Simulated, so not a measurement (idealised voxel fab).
The following process module bears the name voxel air gaps.
The width of the displayed cross-section, cut, is 265 nm; its cells are square, with a size of 5 nm.
Just so we're on the same page, the cross-sections are grids of square cells, and they're listed out in bands top to bottom, each band one or more rows deep.
The entry gives the band's vertical extent as a top height and a bottom height in nm, then its horizontal make-up as materials from left to right, each with a width in nm. "empty" stands for empty space; a single material marked "edge to edge" fills the band edge to edge.
Height is counted from the level 0, under which the received wafer is composed throughout of one material. The lowest of the bands is not closed at the bottom but continues downward, in the notation "0 and below".
Width spec "30 to 40" -> top row of cells at first value, bottom row at second value, equal per-row change in between.
The cross-section has no changed cell in any step marked "all unchanged".
In "Enclosed void list" the enclosed voids are listed, meaning empty spaces of 8 cells or larger without any opening to the top. The form is width x height at distance, distance from the left edge, units nm.
after a step's settings: what the simulator itself notes on the step
If you see "overlay nm" on a step's line and that step has a mask, it's telling you how far right of where it was planned the mask ended up; a negative number means it went left instead.
THESE ARE THE STEPS WE PLANNED FOR THE PROCESS
1,RECEIVE, material Si
2,CONFORMAL_DEP, material SiO2, thk nm 15
3,CONFORMAL_DEP, material SiCN, thk nm 5
4,DIRECTIONAL_DEP, material lowk, thk nm 35
5,MASKED_ETCH, tone open, mask id LINES, width nm 15, pitch nm 50, etch materials lowk, depth nm 35, overlay nm 0
6,CONFORMAL_DEP, material TiN, thk nm 5
7,FILL_DEP, material Ru, thk nm 5
8,CMP, height nm 55
9,EPI, material Ru, thk nm 10
10,SELECTIVE_ETCH, etch materials lowk, depth nm 45
11,CONFORMAL_DEP, material SiCN, thk nm 5
Heads up: all these wafers start the same, and what changes between them is the width nm in step 5. The value you see in the plan is just what the first wafer got.
CROSS-SECTION OF THE FIRST OF SEVERAL RECEIVED WAFERS, SHOWING ITS STATE AFTER STEP 1
> 0 and below | Si edge to edge
> Enclosed void list: none
TABLE: WAFERS, A ROW EACH; END-OF-MODULE CELL CHANGE PER MATERIAL SINCE RECEIPT, GAIN (+), LOSS (-); THEN CLOSED VOIDS
width nm 15, +60 Ru, +184 SiCN, +159 SiO2, +45 TiN, Enclosed void list: none
width nm 20, +84 Ru, +184 SiCN, +159 SiO2, +48 TiN, Enclosed void list: 20 x 25 at 95; 20 x 25 at 145
width nm 25, +108 Ru, +176 SiCN, +159 SiO2, +51 TiN, Enclosed void list: 15 x 25 at 100; 15 x 25 at 150
width nm 30, +132 Ru, +132 SiCN, +159 SiO2, +54 TiN, +56 lowk, Enclosed void list: none
width nm 35, +152 Ru, +132 SiCN, +159 SiO2, +57 TiN, +42 lowk, Enclosed void list: none
